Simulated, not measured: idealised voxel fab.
Process module under the name voxel transistor to metal
Square cells of 5 nm make up the cross-section cut, whose width is 185 nm.
Cross-sections here: square-cell grids, written as top-down lists of bands, a band being one or more rows of cells. Heads up on the band format: heights come first, top then bottom, in nm. After that it's the materials left to right, each with its width in nm. A single material flagged "everywhere" fills the whole band edge to edge, and "empty" means there's empty space there. Ref level 0: as-received wafer is one material below here. Bottom band extends down with no lower bound ("0 and below"). Graded width ("30->40"): value in top row of band = first number; value in bottom row = second number; row-to-row change constant. "remains unaltered" after a step means that no cell of the cross-section changed. The entry titled "Trapped void list" provides the empty spaces that have no open way to the top, restricted to those of 8 cells or more. Each is presented as width x height at distance, the distance being measured from the left edge, with all three in nm. Past the settings on a step's line: simulator remark, on that step. The line of a step may include "overlay nm". On a step with a mask, this value is how far to the right of its planned place the mask lay. A negative value means the mask lay to the left.
[The steps planned for the process are as follows]
1,RECEIVE, material Si
2,CONFORMAL_DEP, material SiO2, thk nm 5
3,CONFORMAL_DEP, material SiN, thk nm 15
4,DIRECTIONAL_DEP, material aC, thk nm 10
5,PATTERN, tone cover, mask id ACTIVE, material resist, width nm 105, thk nm 25, overlay nm 0
6,DIRECTIONAL_ETCH, etch materials aC, depth nm 10
7,STRIP, etch materials resist
8,DIRECTIONAL_ETCH, etch materials SiN, depth nm 15
9,DIRECTIONAL_ETCH, etch materials SiO2, depth nm 5
10,DIRECTIONAL_ETCH, etch materials Si, depth nm 35
11,STRIP, etch materials aC
12,OXIDIZE, depth nm 5
13,FILL_DEP, material SiO2, thk nm 5
14,CMP, height nm 20
15,SELECTIVE_ETCH, etch materials SiO2, depth nm 10
16,STRIP, etch materials SiN
17,SELECTIVE_ETCH, etch materials SiO2, depth nm 5
18,OXIDIZE, depth nm 5
19,DIRECTIONAL_DEP, material polySi, thk nm 25
20,DIRECTIONAL_DEP, material SiCN, thk nm 10
21,DIRECTIONAL_DEP, material aC, thk nm 15
22,PATTERN, tone cover, mask id GATE, material resist, width nm 35, thk nm 35, overlay nm 0
23,DIRECTIONAL_ETCH, etch materials aC, depth nm 15
24,STRIP, etch materials resist
25,DIRECTIONAL_ETCH, etch materials SiCN, depth nm 20
26,DIRECTIONAL_ETCH, etch materials polySi, depth nm 35
27,STRIP, etch materials aC
28,CONFORMAL_DEP, material SiN, thk nm 10
29,DIRECTIONAL_ETCH, etch materials SiN, depth nm 10
30,DIRECTIONAL_ETCH, etch materials SiO2, depth nm 5
31,DIRECTIONAL_ETCH, etch materials Si, depth nm 5
32,EPI, material SiGe, thk nm 10
33,FILL_DEP, material SiO2, thk nm 5
34,CMP, height nm 25
35,STRIP, etch materials polySi
36,SELECTIVE_ETCH, etch materials SiO2, depth nm 5
37,CONFORMAL_DEP, material HfO2, thk nm 5
38,CONFORMAL_DEP, material TiN, thk nm 5
39,FILL_DEP, material W, thk nm 5
40,CMP, height nm 20
41,DIRECTIONAL_DEP, material SiO2, thk nm 10
42,DIRECTIONAL_DEP, material aC, thk nm 15
43,PATTERN, tone open, mask id CONTACT, material resist, width nm 15, pitch nm 80, thk nm 30, overlay nm 0
44,DIRECTIONAL_ETCH, etch materials aC, depth nm 15
45,STRIP, etch materials resist
46,DIRECTIONAL_ETCH, etch materials SiO2, depth nm 30
47,STRIP, etch materials aC
48,CONFORMAL_DEP, material TiN, thk nm 5
49,FILL_DEP, material Ru, thk nm 5
50,CMP, height nm 30
51,DIRECTIONAL_DEP, material TiN, thk nm 5
52,DIRECTIONAL_DEP, material W, thk nm 20
53,PATTERN, tone cover, mask id METAL_1, material resist, width nm 15, pitch nm 80, thk nm 15, overlay nm 0
54,DIRECTIONAL_ETCH, etch materials W, depth nm 20
55,DIRECTIONAL_ETCH, etch materials TiN, depth nm 5
56,STRIP, etch materials resist
57,FILL_DEP, material SiO2, thk nm 10
58,CMP, height nm 55
59,CONFORMAL_DEP, material SiCN, thk nm 5
60,DIRECTIONAL_DEP, material lowk, thk nm 30
61,MASKED_ETCH, tone open, mask id METAL_2, width nm 15, pitch nm 80, etch materials lowk, depth nm 20, overlay nm 0
62,MASKED_ETCH, tone open, mask id METAL_2_HOLES, width nm 15, pitch nm 80, etch materials lowk, depth nm 10, overlay nm 0
63,MASKED_ETCH, tone open, mask id METAL_2_HOLES, width nm 15, pitch nm 80, etch materials SiCN, depth nm 5, overlay nm 0
64,CONFORMAL_DEP, material TiN, thk nm 5
65,FILL_DEP, material Cu, thk nm 10
66,CMP, height nm 90
67,CONFORMAL_DEP, material SiN, thk nm 5
[Cross-section of the wafer at receipt, which is the condition after step 1]
  0 and below | Si everywhere
  Trapped void list: none
[Look at the cross-section after the module: the wafer started out the way shown above and the plan was the one shown above, yet one mistake was made along the way]
  95 down to 90 | SiN everywhere
  90 down to 60 | lowk 45 | TiN 5 | Cu 5 | TiN 5 | lowk 65 | TiN 5 | Cu 5 | TiN 5 | lowk 45
  60 down to 55 | SiCN 45 | TiN 15 | SiCN 65 | TiN 15 | SiCN 45
  55 down to 35 | SiO2 45 | W 15 | SiO2 65 | W 15 | SiO2 45
  35 down to 30 | SiO2 45 | TiN 15 | SiO2 65 | TiN 15 | SiO2 45
  30 down to 20 | SiO2 45 | TiN 5 | Ru 5 | TiN 5 | SiO2 65 | TiN 5 | Ru 5 | TiN 5 | SiO2 45
  20 down to 15 | SiO2 45 | TiN 5 | Ru 5 | TiN 5 | SiO2 5 | SiN 10 | HfO2 5 | TiN 5 | W 15 | TiN 5 | HfO2 5 | SiN 10 | SiO2 5 | TiN 5 | Ru 5 | TiN 5 | SiO2 45
  15 down to 10 | SiO2 45 | TiN 15 | SiO2 5 | SiN 10 | HfO2 5 | TiN 25 | HfO2 5 | SiN 10 | SiO2 5 | TiN 15 | SiO2 45
  10 down to 5 | SiO2 30 | SiGe 10 | SiN 10 | TiN 10 | SiO2 10 | HfO2 45 | SiO2 10 | TiN 10 | SiN 10 | SiGe 10 | SiO2 30
  5 down to 0 | SiGe 40 | SiO2 10 | TiN 10 | SiO2 65 | TiN 10 | SiO2 10 | SiGe 40
  0 down to -5 | SiGe 40 | Si 105 | SiGe 40
  -5 and below | Si everywhere
  Trapped void list: none
Which mistake was made when the wafer was run? planned and actual differ for step 2; actual: CONFORMAL_DEP, material SiO2, thk nm 15
